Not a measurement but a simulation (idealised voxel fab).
Process module name: voxel self aligned contacts
Each square cell in cross-section cut measures 5 nm, and the section as a whole is 210 nm wide.
A cross-section is written here as square cells arranged in a grid, and it is given in bands from the top down, each band taking up one or more rows of cells.
The entry gives the band's vertical extent as a top height and a bottom height in nm, then its horizontal make-up as materials from left to right, each with a width in nm. "empty" stands for empty space; a single material marked "full width" fills the band edge to edge.
We count height from 0. Below that, the starting wafer is all one material. The lowest band never ends at the bottom but goes on down; see "0..down" for how that is written.
Note: "30->40" means the width goes from the first number (top row of the band) to the second number (bottom row) in equal steps per row of cells.
"nothing got changed" means the step left every cell of the cross-section as it was.
Empty spaces counting at least 8 cells and having no open way to the top are listed in "Tabulated closed voids". The notation width x height at distance is used for each, the distance being from the left edge and all three values in nm.
If you see something after the settings on a step's line, that's the simulator's own remark about that step.
"overlay nm" denotes, for a step that has a mask, the displacement of the mask to the right of its planned place, with negative values corresponding to the left.

-- Below is the list of planned process steps
1. RECEIVE,material Si
2. CONFORMAL_DEP,material SiO2,thk nm 5
3. DIRECTIONAL_DEP,material polySi,thk nm 20
4. DIRECTIONAL_DEP,material SiN,thk nm 15
5. DIRECTIONAL_DEP,material aC,thk nm 15
6. PATTERN,tone cover,mask id GATE,material resist,width nm 30,pitch nm 55,thk nm 30,overlay nm 0
7. DIRECTIONAL_ETCH,etch materials aC,depth nm 15
8. STRIP,etch materials resist
9. DIRECTIONAL_ETCH,etch materials SiN,depth nm 15
10. DIRECTIONAL_ETCH,etch materials polySi,depth nm 20
11. STRIP,etch materials aC
12. CONFORMAL_DEP,material SiN,thk nm 5
13. DIRECTIONAL_ETCH,etch materials SiN,depth nm 5
14. FILL_DEP,material SiO2,thk nm 20
15. CMP,height nm 50
16. DIRECTIONAL_DEP,material aC,thk nm 10
17. PATTERN,tone open,mask id CONTACT,material resist,width nm 35,thk nm 30,overlay nm 0
18. DIRECTIONAL_ETCH,etch materials aC,depth nm 10
19. STRIP,etch materials resist
20. DIRECTIONAL_ETCH,etch materials SiO2,depth nm 50
21. STRIP,etch materials aC
22. CONFORMAL_DEP,material TiN,thk nm 5
23. FILL_DEP,material W,thk nm 10
24. CMP,height nm 50
25. CONFORMAL_DEP,material SiN,thk nm 5

-- Delivered wafer in cross-section: state after step 1
- 0..down: Si full width
- Tabulated closed voids: none

-- The cross-section shown corresponds to the wafer at the conclusion of the module. The initial structure and the process plan are those presented above; however, one mistake occurred in executing the plan
- 55..50: SiN full width
- 50..40: W (80->50), then TiN (5->35), then SiO2 (35), then TiN (5->35), then W (85->55)
- 40..25: W (50), then TiN (5), then SiN (40), then SiO2 (15), then SiN (40), then TiN (5), then W (55)
- 25..5: W (50), then TiN (5), then SiN (5), then polySi (30), then SiN (5), then SiO2 (15), then SiN (5), then polySi (30), then SiN (5), then TiN (5), then W (55)
- 5..0: TiN (55), then SiO2 (95), then TiN (60)
- 0..down: Si full width
- Tabulated closed voids: none
what went wrong: step 17 changed vs plan, executed as PATTERN,tone cover,mask id CONTACT,material resist,width nm 35,thk nm 30,overlay nm 0
